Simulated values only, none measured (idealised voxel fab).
This is a process module. Its name is voxel air gaps.
Shown is cross-section cut, with a width of 265 nm and square cells of size 5 nm.
Just so we're on the same page, the cross-sections are grids of square cells, and they're listed out in bands top to bottom, each band one or more rows deep. The entry gives the band's vertical extent as a top height and a bottom height in nm, then its horizontal make-up as materials from left to right, each with a width in nm. "air" stands for empty space; a single material marked "throughout" fills the band edge to edge. Heights are reckoned from 0. Under this level, the received wafer is all of one material. The bottommost band is open-ended downward, for example "top 0, no bottom". A width such as "30 to 40" changes by the same amount from each row of cells to the next, from the band's top row to its bottom row. For the purposes of this document, the phrase "same as before" attached to a step denotes that no cell within the cross-section was modified by that step. So "Enclosed internal cavities" is basically the list of trapped voids: any empty space of 8 cells or more that can't reach the top through an opening. They're written width x height at distance, the distance being from the left edge, and it's all nm. Read whatever lies past the settings on a step's line as the simulator's own remark about the step. You can add "overlay nm" to a step's line. For a step with a mask, it describes how far the mask lay to the right of its planned position, and a negative number describes a lay to the left.
-- Steps in the process plan
- 1: RECEIVE [material Si]
- 2: CONFORMAL_DEP [material SiO2] [thk nm 10]
- 3: CONFORMAL_DEP [material SiCN] [thk nm 5]
- 4: DIRECTIONAL_DEP [material lowk] [thk nm 40]
- 5: PATTERN [tone open] [mask id LINES] [material resist] [width nm 20] [pitch nm 45] [thk nm 15] [overlay nm 0]
- 6: DIRECTIONAL_ETCH [etch materials lowk] [depth nm 40]
- 7: STRIP [etch materials resist]
- 8: CONFORMAL_DEP [material TiN] [thk nm 5]
- 9: FILL_DEP [material W] [thk nm 5]
- 10: CMP [height nm 55]
- 11: EPI [material Ru] [thk nm 10]
- 12: SELECTIVE_ETCH [etch materials lowk] [depth nm 50]
- 13: CONFORMAL_DEP [material SiCN] [thk nm 5]
-- Here's what the wafer looked like in cross-section when it arrived - that's after step 1
top 0, no bottom: Si throughout
Enclosed internal cavities: none
-- Cross-section, first of two wafers, end of module, run as planned
top 70, bottom 65: air 40 / SiCN 185 / air 40
top 65, bottom 55: air 40 / SiCN 5 / Ru 40 / SiCN 5 / Ru 40 / SiCN 5 / Ru 40 / SiCN 5 / Ru 40 / SiCN 5 / air 40
top 55, bottom 50: air 40 / SiCN 15 / TiN 5 / W 10 / TiN 5 / SiCN 25 / TiN 5 / W 10 / TiN 5 / SiCN 25 / TiN 5 / W 10 / TiN 5 / SiCN 25 / TiN 5 / W 10 / TiN 5 / SiCN 15 / air 40
top 50, bottom 20: air 50 / SiCN 5 / TiN 5 / W 10 / TiN 5 / SiCN 5 / air 15 / SiCN 5 / TiN 5 / W 10 / TiN 5 / SiCN 5 / air 15 / SiCN 5 / TiN 5 / W 10 / TiN 5 / SiCN 5 / air 15 / SiCN 5 / TiN 5 / W 10 / TiN 5 / SiCN 5 / air 50
top 20, bottom 15: SiCN 55 / TiN 20 / SiCN 25 / TiN 20 / SiCN 25 / TiN 20 / SiCN 25 / TiN 20 / SiCN 55
top 15, bottom 10: SiCN throughout
top 10, bottom 0: SiO2 throughout
top 0, no bottom: Si throughout
Enclosed internal cavities: 15 x 30 at 80; 15 x 30 at 125; 15 x 30 at 170
-- So this is wafer number two of the two, cut at the end of the module - it started where the first did and had the same plan, we just got one thing wrong running it
top 70, bottom 65: air 30 / SiCN 185 / air 50
top 65, bottom 55: air 30 / SiCN 5 / Ru 40 / SiCN 5 / Ru 40 / SiCN 5 / Ru 40 / SiCN 5 / Ru 40 / SiCN 5 / air 50
top 55, bottom 50: air 30 / SiCN 15 / TiN 5 / W 10 / TiN 5 / SiCN 25 / TiN 5 / W 10 / TiN 5 / SiCN 25 / TiN 5 / W 10 / TiN 5 / SiCN 25 / TiN 5 / W 10 / TiN 5 / SiCN 15 / air 50
top 50, bottom 20: air 40 / SiCN 5 / TiN 5 / W 10 / TiN 5 / SiCN 5 / air 15 / SiCN 5 / TiN 5 / W 10 / TiN 5 / SiCN 5 / air 15 / SiCN 5 / TiN 5 / W 10 / TiN 5 / SiCN 5 / air 15 / SiCN 5 / TiN 5 / W 10 / TiN 5 / SiCN 5 / air 60
top 20, bottom 15: SiCN 45 / TiN 20 / SiCN 25 / TiN 20 / SiCN 25 / TiN 20 / SiCN 25 / TiN 20 / SiCN 65
top 15, bottom 10: SiCN throughout
top 10, bottom 0: SiO2 throughout
top 0, no bottom: Si throughout
Enclosed internal cavities: 15 x 30 at 70; 15 x 30 at 115; 15 x 30 at 160
Finding, execution versus plan: in deviation from the planned setting, step 5 was conducted as PATTERN [tone open] [mask id LINES] [material resist] [width nm 20] [pitch nm 45] [thk nm 15] [overlay nm -10]
By the end, you'd get the same cell count for each material on either wafer, but the second wafer puts them somewhere else.
